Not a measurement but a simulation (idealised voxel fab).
Presented below is a process module, voxel double patterning.
150 nm wide, 5 nm square cells: that's cross-section cut.
Think of the cross-section as a grid of square cells. We describe it in bands, top to bottom, and each band covers one or more rows of those cells. Basically the band line says how high the top is and how high the bottom is, in nm, and then what's in it from left to right, every material with its width in nm. Empty space shows up as "air", and if a single material carries "full width" it runs the full band edge to edge. For the purposes of this specification, 0 denotes the height below which the wafer in its as-received condition is composed wholly of one material, and the lowermost band, lacking a lower limit, extends downward without end, as expressed in "z 0 and below". Width: "30..40" (first number = top row, second number = bottom row, same change from row to row of cells). Any step labelled "no modification" changed none of the cells in the cross-section. In the "Enclosed empty spaces" entry, you get each enclosed empty space of 8 cells or more, one with no open way to the top, written width x height at distance, distance from the left edge, in nm. Step line, after settings: the simulator's comment on this step. The line of a step may include "overlay nm". On a step with a mask, this value is how far to the right of its planned place the mask lay. A negative value means the mask lay to the left.

[The following list gives the planned process steps]
| 1 | RECEIVE,material Si |
| 2 | CONFORMAL_DEP,material SiO2,thk nm 10 |
| 3 | DIRECTIONAL_DEP,material TiN,thk nm 10 |
| 4 | DIRECTIONAL_DEP,material SiN,thk nm 5 |
| 5 | MASKED_ETCH,tone open,mask id FIRST,width nm 15,pitch nm 50,etch materials SiN,depth nm 5,overlay nm 0 |
| 6 | DIRECTIONAL_DEP,material aC,thk nm 15 |
| 7 | PATTERN,tone open,mask id SECOND,material resist,width nm 15,pitch nm 50,thk nm 35,overlay nm 0 |
| 8 | DIRECTIONAL_ETCH,etch materials aC,depth nm 15 |
| 9 | STRIP,etch materials resist |
| 10 | DIRECTIONAL_ETCH,etch materials SiN,depth nm 5 |
| 11 | STRIP,etch materials aC |
| 12 | DIRECTIONAL_ETCH,etch materials TiN,depth nm 10 |
| 13 | STRIP,etch materials SiN |

[Cross-section of the incoming wafer, state after step 1]
    z 0 and below  Si full width
    Enclosed empty spaces: none

[Below is the wafer in cross-section after the module was completed. It began from the starting point shown above and followed the plan shown above, except that one mistake was made while running it]
    z 20 to 10  TiN (15)  air (30)  TiN (20)  air (30)  TiN (20)  air (15)  TiN (20)
    z 10 to 0  SiO2 full width
    z 0 and below  Si full width
    Enclosed empty spaces: none
what went wrong: step 7 was run on a setting that differed from the plan, and what really ran there is PATTERN,tone open,mask id SECOND,material resist,width nm 15,pitch nm 50,thk nm 35,overlay nm -10
